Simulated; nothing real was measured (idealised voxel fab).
Process module in this document: voxel gate over fins
Cross-section cut spans 210 nm and uses square cells 5 nm in size.
Cross-section layout: square cells on a grid; listed as bands, top to bottom; a band spans one or more cell rows. Top height, bottom height, nm. Materials left to right, width each, nm. Single material + "everywhere" = fills band edge to edge. "empty" = empty. Beneath 0, the wafer as received is one material, and that level is where height counting begins. The lowest band goes on downward without a bottom; it is written like "0 down". Per-row width for "30 to 40": begins at first number (top row of band), ends at second number (bottom row), increment between rows held constant. Where a step carries "remained the same", the cross-section came out of it unchanged, cell for cell. "Voids lacking openings": empty spaces of 8 cells or more with no open way to the top, each given as width x height at distance, distance from the left edge, all in nm. On a step's line, text after the settings is the simulator commenting on that step. "overlay nm" on a masked step: distance the mask lay right of its planned place, negative for left.

### Planned process steps
| 1 | RECEIVE with material Si |
| 2 | CONFORMAL_DEP with material SiN, thk nm 5 |
| 3 | DIRECTIONAL_DEP with material aC, thk nm 10 |
| 4 | PATTERN with tone cover, mask id FINS, material resist, width nm 15, pitch nm 60, thk nm 25, overlay nm 0 |
| 5 | DIRECTIONAL_ETCH with etch materials aC, depth nm 10 |
| 6 | STRIP with etch materials resist |
| 7 | DIRECTIONAL_ETCH with etch materials SiN, depth nm 5 |
| 8 | DIRECTIONAL_ETCH with etch materials Si, depth nm 35 |
| 9 | STRIP with etch materials aC |
| 10 | FILL_DEP with material SiO2, thk nm 5 |
| 11 | CMP with height nm 5 |
| 12 | DIRECTIONAL_DEP with material aC, thk nm 10 |
| 13 | PATTERN with tone open, mask id RAIL, material resist, width nm 15, thk nm 25, overlay nm 0 |
| 14 | DIRECTIONAL_ETCH with etch materials aC, depth nm 10 |
| 15 | STRIP with etch materials resist |
| 16 | DIRECTIONAL_ETCH with etch materials SiO2, depth nm 35 |
| 17 | STRIP with etch materials aC |
| 18 | CONFORMAL_DEP with material TiN, thk nm 5 |
| 19 | FILL_DEP with material Ru, thk nm 5 |
| 20 | CMP with height nm 5 |
| 21 | SELECTIVE_ETCH with etch materials W Ru TiN, depth nm 20 |
| 22 | FILL_DEP with material SiO2, thk nm 5 |
| 23 | CMP with height nm 5 |
| 24 | SELECTIVE_ETCH with etch materials SiO2, depth nm 15 |
| 25 | STRIP with etch materials SiN |
| 26 | CONFORMAL_DEP with material HfO2, thk nm 5 |
| 27 | CONFORMAL_DEP with material TiN, thk nm 5 |
| 28 | FILL_DEP with material W, thk nm 10 |
| 29 | CMP with height nm 15 |
| 30 | CONFORMAL_DEP with material SiN, thk nm 10 |
For this document, wafers share an identical start and vary in the step 26 thk nm; the plan quotes the first wafer's value.

### Sectional view: first of several wafers, as received, after step 1
  0 down  Si everywhere
  Voids lacking openings: none

### End-of-module cross-section, first of several wafers, after last step 30
  25 to 15  SiN everywhere
  15 to 10  W everywhere
  10 to 5  W 55 | TiN 35 | W 25 | TiN 35 | W 60
  5 to 0  W 55 | TiN 5 | HfO2 25 | TiN 5 | W 25 | TiN 5 | HfO2 25 | TiN 5 | W 60
  0 to -5  TiN 60 | HfO2 5 | Si 15 | HfO2 5 | TiN 35 | HfO2 5 | Si 15 | HfO2 5 | TiN 65
  -5 to -10  HfO2 65 | Si 15 | HfO2 45 | Si 15 | HfO2 70
  -10 to -15  SiO2 65 | Si 15 | SiO2 45 | Si 15 | SiO2 70
  -15 to -25  SiO2 65 | Si 15 | SiO2 15 | TiN 5 | Ru 5 | TiN 5 | SiO2 15 | Si 15 | SiO2 70
  -25 to -30  SiO2 65 | Si 15 | SiO2 15 | TiN 15 | SiO2 15 | Si 15 | SiO2 70
  -30 to -35  SiO2 65 | Si 15 | SiO2 45 | Si 15 | SiO2 70
  -35 down  Si everywhere
  Voids lacking openings: none

### End of module, last wafer sectioned
  25 to 15  SiN everywhere
  15 to 10  TiN 45 | HfO2 55 | TiN 5 | HfO2 55 | TiN 50
  10 to 0  HfO2 everywhere
  0 to -10  HfO2 65 | Si 15 | HfO2 45 | Si 15 | HfO2 70
  -10 to -15  SiO2 65 | Si 15 | SiO2 45 | Si 15 | SiO2 70
  -15 to -25  SiO2 65 | Si 15 | SiO2 15 | TiN 5 | Ru 5 | TiN 5 | SiO2 15 | Si 15 | SiO2 70
  -25 to -30  SiO2 65 | Si 15 | SiO2 15 | TiN 15 | SiO2 15 | Si 15 | SiO2 70
  -30 to -35  SiO2 65 | Si 15 | SiO2 45 | Si 15 | SiO2 70
  -35 down  Si everywhere
  Voids lacking openings: none

### Quick key for the table: a row per wafer, taken at the end of the module. For each material it tells you how many cells the wafer gained (+) or lost (-) since it came in, and the closed voids come after
thk nm 5, +50 HfO2, +2 Ru, -252 Si, +84 SiN, +171 SiO2, +57 TiN, +98 W, Voids lacking openings: none
thk nm 10, +100 HfO2, +2 Ru, -252 Si, +84 SiN, +171 SiO2, +57 TiN, +48 W, Voids lacking openings: none
thk nm 15, +150 HfO2, +2 Ru, -252 Si, +84 SiN, +171 SiO2, +35 TiN, +20 W, Voids lacking openings: none
thk nm 20, +178 HfO2, +2 Ru, -252 Si, +84 SiN, +171 SiO2, +27 TiN, Voids lacking openings: none
